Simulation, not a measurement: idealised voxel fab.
The process module presented herein is designated voxel self aligned vias.
Each square cell in cross-section cut measures 5 nm, and the section as a whole is 175 nm wide.
Notation: cross-section as square-cell grid; stated in bands, top first, going down; one or more cell rows per band.
Top height, bottom height, nm. Materials left to right, width each, nm. Single material + "edge to edge" = fills band edge to edge. "air" = empty.
It should be noted that heights are counted from 0, beneath which the wafer as supplied is of one material throughout, and that the lowest band possesses no lower boundary but continues downward, as written in "top 0, no bottom".
A width given as "30->40" starts at the first number in the band's top row and ends at the second number in its bottom row, shifting by an equal amount at every step from row to row.
It should be understood that the words "same as before", when stated for a given step, signify that the cross-section underwent no change in any of its cells during that step.
The list in "Closed-off voids" covers empty spaces of 8 cells or more that cannot reach the top through any open way, and it gives each as width x height at distance; the distance is from the left edge, and width, height and distance are in nm.
Note: text after step settings on the step line = simulator remark on that step.
"overlay nm" denotes, for a step that has a mask, the displacement of the mask to the right of its planned place, with negative values corresponding to the left.
The process steps that were planned are listed below:
| 1 | RECEIVE,material Si |
| 2 | CONFORMAL_DEP,material SiO2,thk nm 10 |
| 3 | CONFORMAL_DEP,material SiCN,thk nm 5 |
| 4 | DIRECTIONAL_DEP,material lowk,thk nm 30 |
| 5 | PATTERN,tone open,mask id LINES,material resist,width nm 30,pitch nm 65,thk nm 15,overlay nm 0 |
| 6 | DIRECTIONAL_ETCH,etch materials lowk,depth nm 30 |
| 7 | STRIP,etch materials resist |
| 8 | CONFORMAL_DEP,material TiN,thk nm 5 |
| 9 | FILL_DEP,material W,thk nm 10 |
| 10 | CMP,height nm 45 |
| 11 | SELECTIVE_ETCH,etch materials W Ru TiN,depth nm 10 |
| 12 | FILL_DEP,material SiN,thk nm 5 |
| 13 | CMP,height nm 45 |
| 14 | DIRECTIONAL_DEP,material lowk,thk nm 20 |
| 15 | PATTERN,tone open,mask id VIAS,material resist,width nm 40,thk nm 20,overlay nm 0 |
| 16 | DIRECTIONAL_ETCH,etch materials lowk,depth nm 20 |
| 17 | DIRECTIONAL_ETCH,etch materials SiN,depth nm 10 |
| 18 | STRIP,etch materials resist |
| 19 | CONFORMAL_DEP,material TiN,thk nm 5 |
| 20 | FILL_DEP,material Cu,thk nm 10 |
| 21 | CMP,height nm 65 |
| 22 | CONFORMAL_DEP,material SiN,thk nm 5 |
First wafer of two (run as planned):
Cross-section of the incoming wafer, state after step 1:
* top 0, no bottom  Si edge to edge
* Closed-off voids: none
Cross-section of the wafer subsequent to step 2:
* top 10, bottom 0  SiO2 edge to edge
* Beneath the level 0, the cross-section is identical to its previous state.
Cross-section of the wafer subsequent to step 3:
* top 15, bottom 10  SiCN edge to edge
* Beneath the level 10, the cross-section is identical to its previous state.
Cross-section of the wafer subsequent to step 4:
* top 45, bottom 15  lowk edge to edge
* Beneath the level 15, the cross-section is identical to its previous state.
Cross-section of the wafer subsequent to step 5:
* top 60, bottom 45  40 resist  30 air  35 resist  30 air  40 resist
* Beneath the level 45, the cross-section is identical to its previous state.
Cross-section of the wafer subsequent to step 6:
* top 60, bottom 45  40 resist  30 air  35 resist  30 air  40 resist
* top 45, bottom 15  40 lowk  30 air  35 lowk  30 air  40 lowk
* Beneath the level 15, the cross-section is identical to its previous state.
Cross-section of the wafer subsequent to step 7:
* top 45, bottom 15  40 lowk  30 air  35 lowk  30 air  40 lowk
* Beneath the level 15, the cross-section is identical to its previous state.
Cross-section of the wafer subsequent to step 8:
* top 50, bottom 45  45 TiN  20 air  45 TiN  20 air  45 TiN
* top 45, bottom 20  40 lowk  5 TiN  20 air  5 TiN  35 lowk  5 TiN  20 air  5 TiN  40 lowk
* top 20, bottom 15  40 lowk  30 TiN  35 lowk  30 TiN  40 lowk
* Beneath the level 15, the cross-section is identical to its previous state.
Cross-section of the wafer subsequent to step 9:
* top 60, bottom 50  W edge to edge
* top 50, bottom 45  45 TiN  20 W  45 TiN  20 W  45 TiN
* top 45, bottom 20  40 lowk  5 TiN  20 W  5 TiN  35 lowk  5 TiN  20 W  5 TiN  40 lowk
* Beneath the level 20, the cross-section is identical to its previous state.
Cross-section of the wafer subsequent to step 10:
* top 45, bottom 20  40 lowk  5 TiN  20 W  5 TiN  35 lowk  5 TiN  20 W  5 TiN  40 lowk
* Beneath the level 20, the cross-section is identical to its previous state.
Cross-section of the wafer subsequent to step 11:
* top 45, bottom 35  40 lowk  30 air  35 lowk  30 air  40 lowk
* Beneath the level 35, the cross-section is identical to its previous state.
Cross-section of the wafer subsequent to step 12:
* top 50, bottom 45  SiN edge to edge
* top 45, bottom 35  40 lowk  30 SiN  35 lowk  30 SiN  40 lowk
* Beneath the level 35, the cross-section is identical to its previous state.
Cross-section of the wafer subsequent to step 13:
* top 45, bottom 35  40 lowk  30 SiN  35 lowk  30 SiN  40 lowk
* Beneath the level 35, the cross-section is identical to its previous state.
Cross-section of the wafer subsequent to step 14:
* top 65, bottom 45  lowk edge to edge
* Beneath the level 45, the cross-section is identical to its previous state.
Cross-section of the wafer subsequent to step 15:
* top 85, bottom 65  35 resist  40 air  100 resist
* Beneath the level 65, the cross-section is identical to its previous state.
Cross-section of the wafer subsequent to step 16:
* top 85, bottom 65  35 resist  40 air  100 resist
* top 65, bottom 45  35 lowk  40 air  100 lowk
* Beneath the level 45, the cross-section is identical to its previous state.
Cross-section of the wafer subsequent to step 17:
* top 85, bottom 65  35 resist  40 air  100 resist
* top 65, bottom 45  35 lowk  40 air  100 lowk
* top 45, bottom 35  40 lowk  30 air  35 lowk  30 SiN  40 lowk
* Beneath the level 35, the cross-section is identical to its previous state.
Cross-section of the wafer subsequent to step 18:
* top 65, bottom 45  35 lowk  40 air  100 lowk
* Beneath the level 45, the cross-section is identical to its previous state.
Cross-section of the wafer subsequent to step 19:
* top 70, bottom 65  40 TiN  30 air  105 TiN
* top 65, bottom 50  35 lowk  5 TiN  30 air  5 TiN  100 lowk
* top 50, bottom 45  35 lowk  10 TiN  20 air  10 TiN  100 lowk
* top 45, bottom 40  40 lowk  5 TiN  20 air  5 TiN  35 lowk  30 SiN  40 lowk
* top 40, bottom 35  40 lowk  30 TiN  35 lowk  30 SiN  40 lowk
* Beneath the level 35, the cross-section is identical to its previous state.
Cross-section of the wafer subsequent to step 20:
* top 80, bottom 70  Cu edge to edge
* top 70, bottom 65  40 TiN  30 Cu  105 TiN
* top 65, bottom 50  35 lowk  5 TiN  30 Cu  5 TiN  100 lowk
* top 50, bottom 45  35 lowk  10 TiN  20 Cu  10 TiN  100 lowk
* top 45, bottom 40  40 lowk  5 TiN  20 Cu  5 TiN  35 lowk  30 SiN  40 lowk
* Beneath the level 40, the cross-section is identical to its previous state.
Cross-section of the wafer subsequent to step 21:
* top 65, bottom 50  35 lowk  5 TiN  30 Cu  5 TiN  100 lowk
* Beneath the level 50, the cross-section is identical to its previous state.
Cross-section of the wafer subsequent to step 22:
* top 70, bottom 65  SiN edge to edge
* Beneath the level 65, the cross-section is identical to its previous state.
Second Wafer (Identical Start and Plan, One Processing Error; Matches First Wafer Through Step 14):
Second wafer, section view, time point: scheduled end of step 15:
* top 85, bottom 65  30 resist  50 air  95 resist
* Beneath the level 65, the cross-section is identical to its previous state.
Second wafer, section view, time point: scheduled end of step 16:
* top 85, bottom 65  30 resist  50 air  95 resist
* top 65, bottom 45  30 lowk  50 air  95 lowk
* Beneath the level 45, the cross-section is identical to its previous state.
Second wafer, section view, time point: scheduled end of step 17:
* top 85, bottom 65  30 resist  50 air  95 resist
* top 65, bottom 45  30 lowk  50 air  95 lowk
* top 45, bottom 35  40 lowk  30 air  35 lowk  30 SiN  40 lowk
* Beneath the level 35, the cross-section is identical to its previous state.
Second wafer, section view, time point: scheduled end of step 18:
* top 65, bottom 45  30 lowk  50 air  95 lowk
* Beneath the level 45, the cross-section is identical to its previous state.
Second wafer, section view, time point: scheduled end of step 19:
* top 70, bottom 65  35 TiN  40 air  100 TiN
* top 65, bottom 50  30 lowk  5 TiN  40 air  5 TiN  95 lowk
* top 50, bottom 45  30 lowk  15 TiN  20 air  15 TiN  95 lowk
* top 45, bottom 40  40 lowk  5 TiN  20 air  5 TiN  35 lowk  30 SiN  40 lowk
* top 40, bottom 35  40 lowk  30 TiN  35 lowk  30 SiN  40 lowk
* Beneath the level 35, the cross-section is identical to its previous state.
Second wafer, section view, time point: scheduled end of step 20:
* top 80, bottom 70  Cu edge to edge
* top 70, bottom 65  35 TiN  40 Cu  100 TiN
* top 65, bottom 50  30 lowk  5 TiN  40 Cu  5 TiN  95 lowk
* top 50, bottom 45  30 lowk  15 TiN  20 Cu  15 TiN  95 lowk
* top 45, bottom 40  40 lowk  5 TiN  20 Cu  5 TiN  35 lowk  30 SiN  40 lowk
* Beneath the level 40, the cross-section is identical to its previous state.
Second wafer, section view, time point: scheduled end of step 21:
* top 65, bottom 50  30 lowk  5 TiN  40 Cu  5 TiN  95 lowk
* Beneath the level 50, the cross-section is identical to its previous state.
Second wafer, section view, time point: scheduled end of step 22:
* top 70, bottom 65  SiN edge to edge
* Beneath the level 65, the cross-section is identical to its previous state.
Run error: step 15 ran differently from the plan; actual operation with settings: PATTERN,tone open,mask id VIAS,material resist,width nm 50,thk nm 20,overlay nm 0
End check, counted in cells, second wafer has more or fewer of these materials than the first: Cu: 6 more | TiN: 2 more | lowk: 8 fewer
